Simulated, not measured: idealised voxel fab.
Name of the process module below: voxel spacer lines
The cross-section shown here is cut; it is 240 nm wide and divided into square cells measuring 5 nm on a side.
For the purposes of this document, a cross-section shall be understood as a grid of square cells, specified as bands listed in top-to-bottom order, each band consisting of one or more rows of cells.
The entry gives the band's vertical extent as a top height and a bottom height in nm, then its horizontal make-up as materials from left to right, each with a width in nm. "air" stands for empty space; a single material marked "edge to edge" fills the band edge to edge.
A quick word on heights: they are counted from 0, and under that level the wafer as it came to us is one material throughout. The lowest band is different from the rest in having no bottom; it simply continues downward, written as in "0 -> down".
You'd read "30..40" like this: the band's top row of cells is as wide as the first number, its bottom row is as wide as the second, and going down, every row changes width by the same amount as the row before did.
Key: "remained unchanged" - step with no changed cell in the cross-section.
In "Closed void entries" the enclosed voids are listed, meaning empty spaces of 8 cells or larger without any opening to the top. The form is width x height at distance, distance from the left edge, units nm.
Heads up: the bit after the settings on a step's line is the simulator's remark on that step.
For masked steps, "overlay nm" on the step line gives how far right of plan the mask actually lay; a minus sign means it lay to the left.
Process steps - plan
1 RECEIVE with material Si
2 CONFORMAL_DEP with material Al2O3, thk nm 10
3 DIRECTIONAL_DEP with material polySi, thk nm 15
4 DIRECTIONAL_DEP with material aC, thk nm 25
5 PATTERN with tone cover, mask id MANDREL, material resist, width nm 25, pitch nm 70, thk nm 30, overlay nm 0
6 DIRECTIONAL_ETCH with etch materials aC, depth nm 25
7 STRIP with etch materials resist
8 CONFORMAL_DEP with material SiN, thk nm 10
9 DIRECTIONAL_ETCH with etch materials SiN, depth nm 10
10 STRIP with etch materials aC
11 DIRECTIONAL_ETCH with etch materials polySi, depth nm 5
12 STRIP with etch materials SiN
Quick note for whoever runs this: the wafers start identical, but the depth nm at step 11 isn't the same across them. The plan just shows what the first wafer had.
As received, i.e. after step 1: cross-section through the first of several wafers
* 0 -> down  Si edge to edge
* Closed void entries: none
For your reference, the table is organized with a row per wafer; each row reflects the wafer at the end of the module, indicating for each material the cells gained (+) or lost (-) since receipt, and thereafter its closed voids
depth nm 5 | +96 Al2O3 | +104 polySi | Closed void entries: none
depth nm 10 | +96 Al2O3 | +64 polySi | Closed void entries: none
depth nm 15 | +96 Al2O3 | +24 polySi | Closed void entries: none
depth nm 20 | +96 Al2O3 | +24 polySi | Closed void entries: none
depth nm 25 | +96 Al2O3 | +24 polySi | Closed void entries: none
depth nm 30 | +96 Al2O3 | +24 polySi | Closed void entries: none
